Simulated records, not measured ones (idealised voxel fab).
The following is a process module called voxel fin reveal.
Cross-section cut: width 300 nm, square cells of 5 nm.
Format of a cross-section: grid, square cells. Given as bands. Order: top down. Band: one or more rows of cells.
Heights first: top, then bottom, in nm. Then materials, left to right, each with a width in nm. "edge to edge" on a single material: fills the band edge to edge. "empty": empty space.
Measure heights from 0. That's the level where, below it, the as-received wafer is all one material. The lowest band is bottomless and extends downward; write it as in "0 down".
When a width is written as two numbers, as in "30..40", the first number is the width in the top row of cells of the band and the second is the width in its bottom row, and the width changes by the same amount from each row to the next.
You'll sometimes find "nothing altered" written for a step, and that's the way of saying that nowhere in the cross-section did a cell change during that step.
Reported under the label "closed voids" are the empty spaces having no open way to the top and comprising 8 cells or more; the notation for each is width x height at distance, in which the distance is measured from the left edge and all three values are in nm.
Where a step's line continues beyond its settings, the continuation is a remark by the simulator itself on that step.
The setting "overlay nm" may be written on the line of a step. When the step uses a mask, the value reports how far to the right of the planned place the mask lay, and a negative value reports that it lay to the left.

**Here's what the planned process steps look like**
1 RECEIVE with material Si
2 CONFORMAL_DEP with material SiN, thk nm 10
3 MASKED_ETCH with tone cover, mask id FINS, width nm 15, pitch nm 35, etch materials SiN, depth nm 10, overlay nm 0
4 MASKED_ETCH with tone cover, mask id FINS, width nm 15, pitch nm 35, etch materials Si, depth nm 20, overlay nm 0
5 OXIDIZE with depth nm 5
6 FILL_DEP with material SiO2, thk nm 10
7 CMP with height nm 10
8 SELECTIVE_ETCH with etch materials SiO2, depth nm 25
9 STRIP with etch materials SiN
What sets these wafers apart? The depth nm at step 4. They all start alike, and the plan carries the first wafer's value.

**Cross-section of the first incoming wafer of several, state after step 1**
  0 down = Si edge to edge
  closed voids: none

**Here is the cross-section of the first of several wafers at the end of the module, after its last step, step 9**
  0 to -15 = empty (95) / Si (5) / empty (30) / Si (5) / empty (30) / Si (5) / empty (30) / Si (5) / empty (95)
  -15 to -25 = SiO2 (95) / Si (5) / SiO2 (30) / Si (5) / SiO2 (30) / Si (5) / SiO2 (30) / Si (5) / SiO2 (95)
  -25 down = Si edge to edge
  closed voids: none

**Final wafer of several, shown in cross-section at the end of the module**
  0 to -15 = empty (95) / Si (5) / empty (30) / Si (5) / empty (30) / Si (5) / empty (30) / Si (5) / empty (95)
  -15 to -50 = SiO2 (95) / Si (5) / SiO2 (30) / Si (5) / SiO2 (30) / Si (5) / SiO2 (30) / Si (5) / SiO2 (95)
  -50 down = Si edge to edge
  closed voids: none

**What follows is a table in which each wafer occupies a row; for the wafer as it stands at the close of the module, the row states, material by material, how many cells have been gained (+) or lost (-) since receipt, and then gives its closed voids**
depth nm 20, -280 Si, +112 SiO2, closed voids: none
depth nm 25, -336 Si, +168 SiO2, closed voids: none
depth nm 30, -392 Si, +224 SiO2, closed voids: none
depth nm 35, -448 Si, +280 SiO2, closed voids: none
depth nm 40, -504 Si, +336 SiO2, closed voids: none
depth nm 45, -560 Si, +392 SiO2, closed voids: none
